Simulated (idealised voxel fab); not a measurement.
Presented below is a process module, voxel wiring stack.
The cross-section on display is named cut; it measures 270 nm wide, and its cells are 5 nm squares.
Reading order for cross-sections: top band down to bottom band. Underlying form: a grid of square cells. Band size: one or more rows of cells.
A band entry consists of two parts. The first gives the height of the band's top and the height of its bottom, in nm. The rest lists the band's materials from left to right, each with its width in nm. A single material labelled with the word "edge to edge" fills the band from edge to edge, and the word "air" marks empty space.
A quick word on heights: they are counted from 0, and under that level the wafer as it came to us is one material throughout. The lowest band is different from the rest in having no bottom; it simply continues downward, written as in "0..down".
When a width is written as two numbers, as in "30->40", the first number is the width in the top row of cells of the band and the second is the width in its bottom row, and the width changes by the same amount from each row to the next.
Reading "nothing altered" for a step: not a cell of the cross-section changed in it.
"Cavities, sealed" specifies each empty space that is not open to the top and that occupies no fewer than 8 cells, using the form width x height at distance, the distance measured from the left edge and all three quantities in nm.
What comes after the settings on a step's line is commentary from the simulator itself on that step.
What "overlay nm" on a step's line means: if the step has a mask, that mask lay this far to the right of its planned place, or, when the value is negative, to the left.
Planned process steps:
1 RECEIVE with material Si
2 CONFORMAL_DEP with material SiO2, thk nm 10
3 DIRECTIONAL_DEP with material TiN, thk nm 5
4 DIRECTIONAL_DEP with material W, thk nm 20
5 MASKED_ETCH with tone cover, mask id METAL_1, width nm 25, pitch nm 55, etch materials W, depth nm 20, overlay nm 0
6 MASKED_ETCH with tone cover, mask id METAL_1, width nm 25, pitch nm 55, etch materials TiN, depth nm 5, overlay nm 0
7 CONFORMAL_DEP with material SiCN, thk nm 5
8 FILL_DEP with material SiO2, thk nm 5
9 CMP with height nm 35
10 CONFORMAL_DEP with material SiCN, thk nm 5
11 DIRECTIONAL_DEP with material lowk, thk nm 15
12 DIRECTIONAL_DEP with material aC, thk nm 15
13 PATTERN with tone open, mask id PLUG_1, material resist, width nm 15, pitch nm 55, thk nm 30, overlay nm 0
14 DIRECTIONAL_ETCH with etch materials aC, depth nm 15
15 STRIP with etch materials resist
16 DIRECTIONAL_ETCH with etch materials lowk, depth nm 15
17 DIRECTIONAL_ETCH with etch materials SiCN, depth nm 5
18 STRIP with etch materials aC
19 CONFORMAL_DEP with material TiN, thk nm 5
20 FILL_DEP with material Cu, thk nm 10
21 CMP with height nm 55
22 DIRECTIONAL_DEP with material TiN, thk nm 5
23 DIRECTIONAL_DEP with material Ru, thk nm 20
24 DIRECTIONAL_DEP with material aC, thk nm 15
25 PATTERN with tone cover, mask id METAL_2, material resist, width nm 25, pitch nm 55, thk nm 35, overlay nm 0
26 DIRECTIONAL_ETCH with etch materials aC, depth nm 15
27 STRIP with etch materials resist
28 DIRECTIONAL_ETCH with etch materials Ru, depth nm 20
29 DIRECTIONAL_ETCH with etch materials TiN, depth nm 5
30 STRIP with etch materials aC
31 FILL_DEP with material SiO2, thk nm 5
32 CMP with height nm 80
33 CONFORMAL_DEP with material SiCN, thk nm 5
34 DIRECTIONAL_DEP with material lowk, thk nm 30
35 PATTERN with tone open, mask id METAL_3, material resist, width nm 25, pitch nm 55, thk nm 20, overlay nm 0
36 DIRECTIONAL_ETCH with etch materials lowk, depth nm 15
37 STRIP with etch materials resist
38 DIRECTIONAL_DEP with material aC, thk nm 15
39 PATTERN with tone open, mask id METAL_3_HOLES, material resist, width nm 15, thk nm 35, overlay nm 0
40 DIRECTIONAL_ETCH with etch materials aC, depth nm 15
41 STRIP with etch materials resist
42 DIRECTIONAL_ETCH with etch materials lowk, depth nm 15
43 DIRECTIONAL_ETCH with etch materials SiCN, depth nm 5
44 STRIP with etch materials aC
45 CONFORMAL_DEP with material TiN, thk nm 5
46 FILL_DEP with material Cu, thk nm 10
47 CMP with height nm 115
48 CONFORMAL_DEP with material SiN, thk nm 5
Incoming wafer, cross-sectional view, post step 1:
  0..down | Si edge to edge
  Cavities, sealed: none
Final wafer profile in cross-section after the module, from the same start and plan as above, with one mistake made during processing:
  120..115 | SiN edge to edge
  115..105 | 90 nm lowk | 5 nm TiN | 20 nm Cu | 5 nm TiN | 30 nm lowk | 5 nm TiN | 15 nm Cu | 5 nm TiN | 95 nm lowk
  105..100 | 90 nm lowk | 10 nm TiN | 10 nm Cu | 10 nm TiN | 30 nm lowk | 25 nm TiN | 95 nm lowk
  100..85 | 95 nm lowk | 5 nm TiN | 10 nm Cu | 5 nm TiN | 155 nm lowk
  85..80 | 95 nm SiCN | 20 nm TiN | 155 nm SiCN
  80..60 | 95 nm SiO2 | 25 nm Ru | 30 nm SiO2 | 25 nm Ru | 95 nm SiO2
  60..55 | 95 nm SiO2 | 25 nm TiN | 30 nm SiO2 | 25 nm TiN | 95 nm SiO2
  55..40 | 95 nm lowk | 5 nm TiN | 5 nm Cu | 5 nm TiN | 40 nm lowk | 5 nm TiN | 5 nm Cu | 5 nm TiN | 105 nm lowk
  40..35 | 95 nm SiCN | 15 nm TiN | 40 nm SiCN | 15 nm TiN | 105 nm SiCN
  35..15 | 90 nm SiO2 | 5 nm SiCN | 25 nm W | 5 nm SiCN | 20 nm SiO2 | 5 nm SiCN | 25 nm W | 5 nm SiCN | 90 nm SiO2
  15..10 | 95 nm SiCN | 25 nm TiN | 30 nm SiCN | 25 nm TiN | 95 nm SiCN
  10..0 | SiO2 edge to edge
  0..down | Si edge to edge
  Cavities, sealed: none
Short version of what went wrong: step 39: run off-plan, actual operation and settings PATTERN with tone open, mask id METAL_3_HOLES, material resist, width nm 25, thk nm 35, overlay nm 0
